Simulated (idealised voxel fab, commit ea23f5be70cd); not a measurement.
Process module in this document: voxel capacitor over wiring
Pictured: cross-section cut, 200 nm wide, on a grid of 5 nm square cells.
In what follows, cross-sections appear as grids of square cells, described through bands that run from the top down, where every band is one or more rows of cells. Look at the band entry: it leads with the top's height and the bottom's height in nm. Then it lists the materials left to right, with a width in nm for each. The word "full width" on a single material says that material fills the band edge to edge. The word "air" is empty space. Height reference: 0 = level under which incoming wafer is all one material. Lowest band: no bottom, runs on downward, e.g. "from 0 down". A width given as "30..40" starts at the first number in the band's top row and ends at the second number in its bottom row, shifting by an equal amount at every step from row to row. Where a step carries "same as before", the cross-section came out of it unchanged, cell for cell. Reported under the label "Closed void listing" are the empty spaces having no open way to the top and comprising 8 cells or more; the notation for each is width x height at distance, in which the distance is measured from the left edge and all three values are in nm. Past the settings on a step's line: simulator remark, on that step. Each step line may optionally specify "overlay nm", which for a step with a mask gives the rightward distance between the mask's planned place and where it lay, a negative value indicating the leftward direction.

Process steps - plan:
1: RECEIVE: material Si
2: CONFORMAL_DEP: material SiO2, thk nm 10
3: CONFORMAL_DEP: material SiCN, thk nm 5
4: DIRECTIONAL_DEP: material SiO2, thk nm 15
5: MASKED_ETCH: tone open, mask id METAL_1, width nm 20, pitch nm 70, etch materials SiO2, depth nm 15, overlay nm 0
6: MASKED_ETCH: tone open, mask id METAL_1, width nm 20, pitch nm 70, etch materials SiCN, depth nm 5, overlay nm 0
7: CONFORMAL_DEP: material TiN, thk nm 5
8: FILL_DEP: material W, thk nm 10
9: CMP: height nm 30
10: CONFORMAL_DEP: material SiCN, thk nm 5
11: DIRECTIONAL_DEP: material lowk, thk nm 20
12: PATTERN: tone open, mask id PLUG_1, material resist, width nm 15, thk nm 20, overlay nm 0
13: DIRECTIONAL_ETCH: etch materials lowk, depth nm 20
14: DIRECTIONAL_ETCH: etch materials SiCN, depth nm 5
15: STRIP: etch materials resist
16: CONFORMAL_DEP: material TiN, thk nm 5
17: FILL_DEP: material Cu, thk nm 10
18: CMP: height nm 55
19: DIRECTIONAL_DEP: material TiN, thk nm 5
20: DIRECTIONAL_DEP: material Al2O3, thk nm 5
21: DIRECTIONAL_DEP: material TiN, thk nm 10
22: MASKED_ETCH: tone cover, mask id UPPER_PLATE, width nm 55, etch materials TiN, depth nm 10, overlay nm 0
23: MASKED_ETCH: tone cover, mask id UPPER_PLATE, width nm 55, etch materials Al2O3, depth nm 5, overlay nm 0
24: MASKED_ETCH: tone cover, mask id LOWER_PLATE, width nm 65, etch materials TiN, depth nm 5, overlay nm 0
25: FILL_DEP: material SiO2, thk nm 15
26: CMP: height nm 85
27: MASKED_ETCH: tone open, mask id PLUG_2, width nm 15, etch materials SiO2, depth nm 10, overlay nm 0
28: CONFORMAL_DEP: material TiN, thk nm 5
29: FILL_DEP: material Cu, thk nm 10
30: CMP: height nm 85
31: CONFORMAL_DEP: material SiN, thk nm 5

So this is the incoming wafer in cross-section - it's already been through step 1:
> from 0 down | Si full width
> Closed void listing: none

The module was run from the start shown above using the plan shown above, but one mistake was made doing it; the resulting wafer cross-section is below:
> from 90 to 85 | SiN full width
> from 85 to 80 | SiO2 (70) / TiN (5) / Cu (5) / TiN (5) / SiO2 (115)
> from 80 to 75 | SiO2 (70) / TiN (15) / SiO2 (115)
> from 75 to 65 | SiO2 (60) / TiN (55) / SiO2 (85)
> from 65 to 60 | SiO2 (60) / Al2O3 (55) / SiO2 (85)
> from 60 to 55 | SiO2 (60) / TiN (65) / SiO2 (75)
> from 55 to 35 | lowk (60) / TiN (5) / Cu (5) / TiN (5) / lowk (125)
> from 35 to 30 | SiCN (60) / TiN (15) / SiCN (125)
> from 30 to 15 | SiO2 (55) / TiN (5) / W (10) / TiN (5) / SiO2 (50) / TiN (5) / W (10) / TiN (5) / SiO2 (55)
> from 15 to 10 | SiCN (55) / TiN (20) / SiCN (50) / TiN (20) / SiCN (55)
> from 10 to 0 | SiO2 full width
> from 0 down | Si full width
> Closed void listing: none
The plan and the run diverged here: contrary to plan, step 24 was performed as MASKED_ETCH: tone cover, mask id LOWER_PLATE, width nm 65, etch materials TiN, depth nm 5, overlay nm 5
